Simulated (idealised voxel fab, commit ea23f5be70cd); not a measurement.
Process module name: voxel gate over fins
Shown is cross-section cut, with a width of 195 nm and square cells of size 5 nm.
A cross-section is a grid of square cells, given in bands from the top down. A band is one or more rows of cells. This entry defines a band. It first specifies the height of the band's top and the height of its bottom in nm, and then specifies the band's materials from left to right, stating each material with its width in nm. The word "throughout" identifies a single material that fills the band from edge to edge, while the word "blank" identifies empty space. The reference from which all heights are counted is 0, the level beneath which the as-received wafer is entirely one material; the lowest band, having no lower bound, proceeds downward and is written after the example "top 0, no bottom". Read "30..40" as a graded width: first number on top, second number at the bottom, same change between each pair of neighbouring rows. The designation "same as before", where it is given for a processing step, indicates that no cell of the cross-section was altered in the course of that step. "Closed cavity list" lists enclosed empty spaces (at least 8 cells, no open path upward to the top), each as width x height at distance from the left edge, in nm. It should be noted that, on the line of a given step, the content following the step's settings is a remark produced by the simulator itself with respect to that step. Regarding "overlay nm": on a step with a mask, it is the distance the mask lay to the right of its planned place; a negative value places it to the left.
Below is the list of planned process steps:
step 1: RECEIVE with material Si
step 2: CONFORMAL_DEP with material SiN, thk nm 5
step 3: DIRECTIONAL_DEP with material aC, thk nm 15
step 4: PATTERN with tone cover, mask id FINS, material resist, width nm 15, pitch nm 50, thk nm 35, overlay nm 0
step 5: DIRECTIONAL_ETCH with etch materials aC, depth nm 15
step 6: STRIP with etch materials resist
step 7: DIRECTIONAL_ETCH with etch materials SiN, depth nm 5
step 8: DIRECTIONAL_ETCH with etch materials Si, depth nm 40
step 9: STRIP with etch materials aC
step 10: FILL_DEP with material SiO2, thk nm 15
step 11: CMP with height nm 5
step 12: DIRECTIONAL_DEP with material aC, thk nm 15
step 13: PATTERN with tone open, mask id RAIL, material resist, width nm 15, thk nm 30, overlay nm 0
step 14: DIRECTIONAL_ETCH with etch materials aC, depth nm 15
step 15: STRIP with etch materials resist
step 16: DIRECTIONAL_ETCH with etch materials SiO2, depth nm 40
step 17: STRIP with etch materials aC
step 18: CONFORMAL_DEP with material TiN, thk nm 5
step 19: FILL_DEP with material W, thk nm 5
step 20: CMP with height nm 5
step 21: SELECTIVE_ETCH with etch materials W Ru TiN, depth nm 25
step 22: FILL_DEP with material SiO2, thk nm 5
step 23: CMP with height nm 5
step 24: SELECTIVE_ETCH with etch materials SiO2, depth nm 15
step 25: STRIP with etch materials SiN
step 26: CONFORMAL_DEP with material HfO2, thk nm 5
step 27: CONFORMAL_DEP with material TiN, thk nm 5
step 28: CONFORMAL_DEP with material TiAl, thk nm 5
step 29: CONFORMAL_DEP with material TiN, thk nm 5
step 30: FILL_DEP with material W, thk nm 10
step 31: CMP with height nm 25
step 32: CONFORMAL_DEP with material SiN, thk nm 10
as received, after step 1:
* top 0, no bottom: Si throughout
* Closed cavity list: none
Cross-section: first of two wafers, module finished, run according to plan:
* top 35, bottom 25: SiN throughout
* top 25, bottom 20: W throughout
* top 20, bottom 15: W=45, TiN=105, W=45
* top 15, bottom 10: W=45, TiN=5, TiAl=45, TiN=5, TiAl=45, TiN=5, W=45
* top 10, bottom 5: TiN=50, TiAl=5, TiN=35, TiAl=5, TiN=5, TiAl=5, TiN=35, TiAl=5, TiN=50
* top 5, bottom 0: TiAl=55, TiN=5, HfO2=25, TiN=5, TiAl=15, TiN=5, HfO2=25, TiN=5, TiAl=55
* top 0, bottom -5: TiN=60, HfO2=5, Si=15, HfO2=5, TiN=25, HfO2=5, Si=15, HfO2=5, TiN=60
* top -5, bottom -10: HfO2=65, Si=15, HfO2=35, Si=15, HfO2=65
* top -10, bottom -20: SiO2=65, Si=15, SiO2=35, Si=15, SiO2=65
* top -20, bottom -30: SiO2=65, Si=15, SiO2=10, TiN=5, W=5, TiN=5, SiO2=10, Si=15, SiO2=65
* top -30, bottom -35: SiO2=65, Si=15, SiO2=10, TiN=15, SiO2=10, Si=15, SiO2=65
* top -35, bottom -40: SiO2=65, Si=15, SiO2=35, Si=15, SiO2=65
* top -40, no bottom: Si throughout
* Closed cavity list: none
Now the second wafer, cross-sectioned at the end of the module. Nothing different at the start, nothing different in the plan compared with the first, just one mistake when it was actually run:
* top 35, bottom 25: SiN throughout
* top 25, bottom 20: W throughout
* top 20, bottom 15: W=45, TiN=105, W=45
* top 15, bottom 10: W=45, TiN=5, TiAl=45, TiN=5, TiAl=45, TiN=5, W=45
* top 10, bottom 5: W=45, TiN=5, TiAl=5, TiN=35, TiAl=5, TiN=5, TiAl=5, TiN=35, TiAl=5, TiN=5, W=45
* top 5, bottom 0: W=45, TiN=5, TiAl=5, TiN=5, HfO2=25, TiN=5, TiAl=5, TiN=5, TiAl=5, TiN=5, HfO2=25, TiN=5, TiAl=5, TiN=5, W=45
* top 0, bottom -5: W=45, TiN=5, TiAl=5, TiN=5, HfO2=5, Si=15, HfO2=5, TiN=5, TiAl=5, TiN=5, TiAl=5, TiN=5, HfO2=5, Si=15, HfO2=5, TiN=5, TiAl=5, TiN=5, W=45
* top -5, bottom -10: TiN=50, TiAl=5, TiN=5, HfO2=5, Si=15, HfO2=5, TiN=5, TiAl=15, TiN=5, HfO2=5, Si=15, HfO2=5, TiN=5, TiAl=5, TiN=50
* top -10, bottom -15: TiAl=55, TiN=5, HfO2=5, Si=15, HfO2=5, TiN=25, HfO2=5, Si=15, HfO2=5, TiN=5, TiAl=55
* top -15, bottom -20: TiN=60, HfO2=5, Si=15, HfO2=35, Si=15, HfO2=5, TiN=60
* top -20, bottom -25: HfO2=65, Si=15, HfO2=10, TiN=5, W=5, TiN=5, HfO2=10, Si=15, HfO2=65
* top -25, bottom -30: SiO2=65, Si=15, SiO2=10, TiN=5, W=5, TiN=5, SiO2=10, Si=15, SiO2=65
* top -30, bottom -35: SiO2=65, Si=15, SiO2=10, TiN=15, SiO2=10, Si=15, SiO2=65
* top -35, bottom -40: SiO2=65, Si=15, SiO2=35, Si=15, SiO2=65
* top -40, no bottom: Si throughout
* Closed cavity list: none
Plan not followed: in the plan, step 24 was performed twice
The closing comparison, in cells, has the second wafer with more or fewer of some materials than the first: 14 more of HfO2 | 96 fewer of SiO2 | 10 more of TiAl | 18 more of TiN | 54 more of W
